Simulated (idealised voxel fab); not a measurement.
process module | voxel transistor to metal
cross-section cut | 140 nm wide | cells 5 nm
A cross-section is a grid of square cells, given in bands from the top down. A band is one or more rows of cells.
Each band's line starts with the height of the band's top and of its bottom, in nm. Then come its materials from left to right, each with its width in nm. One material with "throughout" fills the band from edge to edge. "air" is empty space.
Height 0 is the level under which the wafer as received is all one material. The lowest band goes on downwards, as in "0 down".
A width such as "30 to 40" changes by the same amount from each row of cells to the next, from the band's top row to its bottom row.
"no change" after a step means that no cell of the cross-section changed.
closed voids: empty space of 8 cells or more with no open way to the top, each as width x height at its distance from the left edge, in nm
after a step's settings: what the simulator itself notes on the step
overlay nm, on a step with a mask: how far to the right of its planned place the mask lay; to the left if negative
plan
1 op RECEIVE | material Si
2 op CONFORMAL_DEP | material SiO2 | thk nm 5
3 op CONFORMAL_DEP | material SiN | thk nm 10
4 op MASKED_ETCH | tone cover | mask id ACTIVE | width nm 100 | etch materials SiN | depth nm 10 | overlay nm 0
5 op MASKED_ETCH | tone cover | mask id ACTIVE | width nm 100 | etch materials SiO2 | depth nm 5 | overlay nm 0
6 op MASKED_ETCH | tone cover | mask id ACTIVE | width nm 100 | etch materials Si | depth nm 35 | overlay nm 0
7 op FILL_DEP | material SiO2 | thk nm 10
8 op CMP | height nm 15
9 op SELECTIVE_ETCH | etch materials SiO2 | depth nm 5
10 op STRIP | etch materials SiN
11 op SELECTIVE_ETCH | etch materials SiO2 | depth nm 5
12 op OXIDIZE | depth nm 5
13 op DIRECTIONAL_DEP | material polySi | thk nm 25
14 op DIRECTIONAL_DEP | material SiCN | thk nm 10
15 op MASKED_ETCH | tone cover | mask id GATE | width nm 30 | etch materials SiCN | depth nm 20 | overlay nm 0
16 op MASKED_ETCH | tone cover | mask id GATE | width nm 30 | etch materials polySi | depth nm 35 | overlay nm 0
17 op CONFORMAL_DEP | material SiN | thk nm 10
18 op DIRECTIONAL_ETCH | etch materials SiN | depth nm 10
19 op DIRECTIONAL_ETCH | etch materials SiO2 | depth nm 5
20 op DIRECTIONAL_ETCH | etch materials Si | depth nm 15
21 op EPI | material SiGe | thk nm 15
22 op FILL_DEP | material SiO2 | thk nm 10
23 op CMP | height nm 25
24 op STRIP | etch materials polySi
25 op SELECTIVE_ETCH | etch materials SiO2 | depth nm 5
26 op CONFORMAL_DEP | material HfO2 | thk nm 5
27 op CONFORMAL_DEP | material TiN | thk nm 5
28 op FILL_DEP | material W | thk nm 10
29 op CMP | height nm 20
30 op DIRECTIONAL_DEP | material SiO2 | thk nm 10
31 op MASKED_ETCH | tone open | mask id CONTACT | width nm 15 | pitch nm 75 | etch materials SiO2 | depth nm 20 | overlay nm 0
32 op CONFORMAL_DEP | material TiN | thk nm 5
33 op FILL_DEP | material W | thk nm 10
34 op CMP | height nm 30
35 op CONFORMAL_DEP | material SiN | thk nm 5
36 op DIRECTIONAL_DEP | material lowk | thk nm 20
37 op MASKED_ETCH | tone open | mask id METAL_1 | width nm 15 | pitch nm 75 | etch materials lowk | depth nm 20 | overlay nm 0
38 op MASKED_ETCH | tone open | mask id METAL_1 | width nm 15 | pitch nm 75 | etch materials SiN | depth nm 5 | overlay nm 0
39 op CONFORMAL_DEP | material TiN | thk nm 5
40 op FILL_DEP | material Cu | thk nm 10
41 op CMP | height nm 55
42 op CONFORMAL_DEP | material SiN | thk nm 5
as received, after step 1
  0 down: Si throughout
  closed voids: none
first wafer at the end, as planned
  60 to 55: SiN throughout
  55 to 35: lowk 25 | TiN 5 | Cu 5 | TiN 5 | lowk 60 | TiN 5 | Cu 5 | TiN 5 | lowk 25
  35 to 30: SiN 25 | TiN 15 | SiN 60 | TiN 15 | SiN 25
  30 to 20: SiO2 25 | TiN 5 | W 5 | TiN 5 | SiO2 60 | TiN 5 | W 5 | TiN 5 | SiO2 25
  20 to 15: SiO2 25 | TiN 5 | W 5 | TiN 5 | SiO2 5 | SiN 10 | HfO2 5 | TiN 5 | W 10 | TiN 5 | HfO2 5 | SiN 10 | SiO2 5 | TiN 5 | W 5 | TiN 5 | SiO2 25
  15 to 10: SiO2 25 | TiN 15 | SiO2 5 | SiN 10 | HfO2 5 | TiN 5 | W 10 | TiN 5 | HfO2 5 | SiN 10 | SiO2 5 | TiN 15 | SiO2 25
  10 to 5: SiO2 20 | SiGe 25 | SiN 10 | HfO2 5 | TiN 5 | W 10 | TiN 5 | HfO2 5 | SiN 10 | SiGe 25 | SiO2 20
  5 to 0: SiO2 15 | SiN 10 | SiGe 20 | SiN 10 | HfO2 5 | TiN 20 | HfO2 5 | SiN 10 | SiGe 20 | SiN 10 | SiO2 15
  0 to -5: SiO2 25 | SiGe 20 | SiO2 5 | HfO2 40 | SiO2 5 | SiGe 20 | SiO2 25
  -5 to -20: SiO2 20 | Si 5 | SiGe 20 | Si 50 | SiGe 20 | Si 5 | SiO2 20
  -20 to -35: SiO2 20 | Si 100 | SiO2 20
  -35 down: Si throughout
  closed voids: none
second wafer at the end: like start, like plan, one mistake
  60 to 55: SiN throughout
  55 to 50: SiN 25 | TiN 15 | SiN 60 | TiN 15 | SiN 25
  50 to 30: lowk throughout
  30 to 20: SiO2 25 | TiN 5 | W 5 | TiN 5 | SiO2 60 | TiN 5 | W 5 | TiN 5 | SiO2 25
  20 to 15: SiO2 25 | TiN 5 | W 5 | TiN 5 | SiO2 5 | SiN 10 | HfO2 5 | TiN 5 | W 10 | TiN 5 | HfO2 5 | SiN 10 | SiO2 5 | TiN 5 | W 5 | TiN 5 | SiO2 25
  15 to 10: SiO2 25 | TiN 15 | SiO2 5 | SiN 10 | HfO2 5 | TiN 5 | W 10 | TiN 5 | HfO2 5 | SiN 10 | SiO2 5 | TiN 15 | SiO2 25
  10 to 5: SiO2 20 | SiGe 25 | SiN 10 | HfO2 5 | TiN 5 | W 10 | TiN 5 | HfO2 5 | SiN 10 | SiGe 25 | SiO2 20
  5 to 0: SiO2 15 | SiN 10 | SiGe 20 | SiN 10 | HfO2 5 | TiN 20 | HfO2 5 | SiN 10 | SiGe 20 | SiN 10 | SiO2 15
  0 to -5: SiO2 25 | SiGe 20 | SiO2 5 | HfO2 40 | SiO2 5 | SiGe 20 | SiO2 25
  -5 to -20: SiO2 20 | Si 5 | SiGe 20 | Si 50 | SiGe 20 | Si 5 | SiO2 20
  -20 to -35: SiO2 20 | Si 100 | SiO2 20
  -35 down: Si throughout
  closed voids: none
what went wrong: steps 35 and 36 were swapped
at the end the second wafer has, in cells: 8 fewer of Cu | 16 fewer of TiN | 24 more of lowk
